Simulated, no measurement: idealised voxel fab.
process module | voxel wiring stack
cross-section cut | 265 nm wide | cells 5 nm
A cross-section is a grid of square cells, given in bands from the top down. A band is one or more rows of cells.
Each band's line starts with the height of the band's top and of its bottom, in nm. Then come its materials from left to right, each with its width in nm. One material with "throughout" fills the band from edge to edge. "air" is empty space.
Height 0 is the level under which the wafer as received is all one material. The lowest band goes on downwards, as in "0 down".
A width such as "30 to 40" changes by the same amount from each row of cells to the next, from the band's top row to its bottom row.
"no change" after a step means that no cell of the cross-section changed.
closed voids: empty space of 8 cells or more with no open way to the top, each as width x height at its distance from the left edge, in nm
after a step's settings: what the simulator itself notes on the step
overlay nm, on a step with a mask: how far to the right of its planned place the mask lay; to the left if negative
plan
1 op RECEIVE | material Si
2 op CONFORMAL_DEP | material SiO2 | thk nm 10
3 op CONFORMAL_DEP | material SiN | thk nm 5
4 op DIRECTIONAL_DEP | material lowk | thk nm 15
5 op PATTERN | tone open | mask id METAL_1 | material resist | width nm 30 | pitch nm 60 | thk nm 20 | overlay nm 0
6 op DIRECTIONAL_ETCH | etch materials lowk | depth nm 15
7 op DIRECTIONAL_ETCH | etch materials SiN | depth nm 5
8 op STRIP | etch materials resist
9 op CONFORMAL_DEP | material TiN | thk nm 5
10 op FILL_DEP | material Cu | thk nm 10
11 op CMP | height nm 30
12 op CONFORMAL_DEP | material SiCN | thk nm 5
13 op DIRECTIONAL_DEP | material lowk | thk nm 25
14 op DIRECTIONAL_DEP | material aC | thk nm 10
15 op PATTERN | tone open | mask id METAL_2 | material resist | width nm 20 | pitch nm 60 | thk nm 30 | overlay nm 0
16 op DIRECTIONAL_ETCH | etch materials aC | depth nm 10
17 op STRIP | etch materials resist
18 op DIRECTIONAL_ETCH | etch materials lowk | depth nm 15
19 op STRIP | etch materials aC
20 op DIRECTIONAL_DEP | material aC | thk nm 10
21 op PATTERN | tone open | mask id METAL_2_HOLES | material resist | width nm 15 | thk nm 30 | overlay nm 0
22 op DIRECTIONAL_ETCH | etch materials aC | depth nm 10
23 op STRIP | etch materials resist
24 op DIRECTIONAL_ETCH | etch materials lowk | depth nm 10
25 op DIRECTIONAL_ETCH | etch materials SiCN | depth nm 5
26 op STRIP | etch materials aC
27 op CONFORMAL_DEP | material TiN | thk nm 5
28 op FILL_DEP | material Cu | thk nm 5
29 op CMP | height nm 60
30 op CONFORMAL_DEP | material SiN | thk nm 5
varied across the wafers: width nm of step 15. The plan shows the first wafer's value. All wafers start alike
first wafer as received, after step 1
  0 down: Si throughout
  closed voids: none
each wafer at the end: cells of each material gained (+) or lost (-) since it was received, then its closed voids
width nm 20 | +33 Cu | +51 SiCN | +94 SiN | +106 SiO2 | +47 TiN | +358 lowk | closed voids: none
width nm 25 | +37 Cu | +51 SiCN | +94 SiN | +106 SiO2 | +49 TiN | +352 lowk | closed voids: none
width nm 30 | +43 Cu | +50 SiCN | +94 SiN | +106 SiO2 | +50 TiN | +346 lowk | closed voids: none
width nm 35 | +47 Cu | +50 SiCN | +94 SiN | +106 SiO2 | +52 TiN | +340 lowk | closed voids: none
width nm 40 | +51 Cu | +50 SiCN | +94 SiN | +106 SiO2 | +54 TiN | +334 lowk | closed voids: none
width nm 45 | +55 Cu | +50 SiCN | +94 SiN | +106 SiO2 | +56 TiN | +328 lowk | closed voids: none
